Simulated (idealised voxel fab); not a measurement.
process module | voxel gate over fins
Shown is cross-section cut, with a width of 205 nm and square cells of size 5 nm.
The cross-sections in this document take the form of a grid made of square cells. They are written out as bands, in order from top to bottom. Each band consists of one or more rows of cells.
In this notation a band is specified by the heights of its top and bottom, in that order and in nm, after which its materials appear from left to right, each paired with its width in nm. The word "throughout" attached to a single material means that material fills the band from edge to edge; the word "air" stands for empty space.
Below 0: as-received wafer, all one material; heights counted from there. Lowest band: no bottom, goes on down, written "z 0 and below".
Width: "30..40" (first number = top row, second number = bottom row, same change from row to row of cells).
Step marked "remained the same"? Then no cell in the cross-section changed in it.
Entry "Cavities, sealed". Content: empty spaces with no open connection to the top, size 8 cells or greater. Each: width x height at distance. Distance: from left edge. Unit: nm.
Where a step's line continues beyond its settings, the continuation is a remark by the simulator itself on that step.
"overlay nm" answers the question of how far to the right of plan the mask lay on a step that has a mask, and when it is negative the answer is to the left.

### Process steps (planned)
step 1: RECEIVE | material Si
step 2: CONFORMAL_DEP | material SiN | thk nm 10
step 3: PATTERN | tone cover | mask id FINS | material resist | width nm 15 | pitch nm 45 | thk nm 20 | overlay nm 0
step 4: DIRECTIONAL_ETCH | etch materials SiN | depth nm 10
step 5: DIRECTIONAL_ETCH | etch materials Si | depth nm 35
step 6: STRIP | etch materials resist
step 7: FILL_DEP | material SiO2 | thk nm 10
step 8: CMP | height nm 10
step 9: SELECTIVE_ETCH | etch materials SiO2 | depth nm 20
step 10: STRIP | etch materials SiN
step 11: CONFORMAL_DEP | material HfO2 | thk nm 5
step 12: CONFORMAL_DEP | material TiN | thk nm 5
step 13: FILL_DEP | material W | thk nm 15
step 14: CMP | height nm 20
step 15: CONFORMAL_DEP | material SiCN | thk nm 10

### Wafer at receipt (post step 1), cross-section
> z 0 and below: Si throughout
> Cavities, sealed: none

### First of two wafers: cross-section at end of module, run per plan
> z 30 to 20: SiCN throughout
> z 20 to 10: W throughout
> z 10 to 5: 15 of W  35 of TiN  10 of W  35 of TiN  10 of W  35 of TiN  10 of W  35 of TiN  20 of W
> z 5 to 0: 15 of W  5 of TiN  25 of HfO2  5 of TiN  10 of W  5 of TiN  25 of HfO2  5 of TiN  10 of W  5 of TiN  25 of HfO2  5 of TiN  10 of W  5 of TiN  25 of HfO2  5 of TiN  20 of W
> z 0 to -5: 20 of TiN  5 of HfO2  15 of Si  5 of HfO2  20 of TiN  5 of HfO2  15 of Si  5 of HfO2  20 of TiN  5 of HfO2  15 of Si  5 of HfO2  20 of TiN  5 of HfO2  15 of Si  5 of HfO2  25 of TiN
> z -5 to -10: 25 of HfO2  15 of Si  30 of HfO2  15 of Si  30 of HfO2  15 of Si  30 of HfO2  15 of Si  30 of HfO2
> z -10 to -35: 25 of SiO2  15 of Si  30 of SiO2  15 of Si  30 of SiO2  15 of Si  30 of SiO2  15 of Si  30 of SiO2
> z -35 and below: Si throughout
> Cavities, sealed: none

### Same start, same plan as the first wafer - but one mistake in the run. Cross-section of the second of the two at the end of the module
> z 30 to 20: SiCN throughout
> z 20 to 10: W throughout
> z 10 to 5: 20 of W  35 of TiN  10 of W  35 of TiN  10 of W  35 of TiN  10 of W  35 of TiN  15 of W
> z 5 to 0: 20 of W  5 of TiN  25 of HfO2  5 of TiN  10 of W  5 of TiN  25 of HfO2  5 of TiN  10 of W  5 of TiN  25 of HfO2  5 of TiN  10 of W  5 of TiN  25 of HfO2  5 of TiN  15 of W
> z 0 to -5: 25 of TiN  5 of HfO2  15 of Si  5 of HfO2  20 of TiN  5 of HfO2  15 of Si  5 of HfO2  20 of TiN  5 of HfO2  15 of Si  5 of HfO2  20 of TiN  5 of HfO2  15 of Si  5 of HfO2  20 of TiN
> z -5 to -10: 30 of HfO2  15 of Si  30 of HfO2  15 of Si  30 of HfO2  15 of Si  30 of HfO2  15 of Si  25 of HfO2
> z -10 to -35: 30 of SiO2  15 of Si  30 of SiO2  15 of Si  30 of SiO2  15 of Si  30 of SiO2  15 of Si  25 of SiO2
> z -35 and below: Si throughout
> Cavities, sealed: none
Misprocessing identified: step 3, actual vs plan mismatch, actual run PATTERN | tone cover | mask id FINS | material resist | width nm 15 | pitch nm 45 | thk nm 20 | overlay nm 5
At the close, every material occupies the same number of cells on the second wafer as on the first, only in different positions.
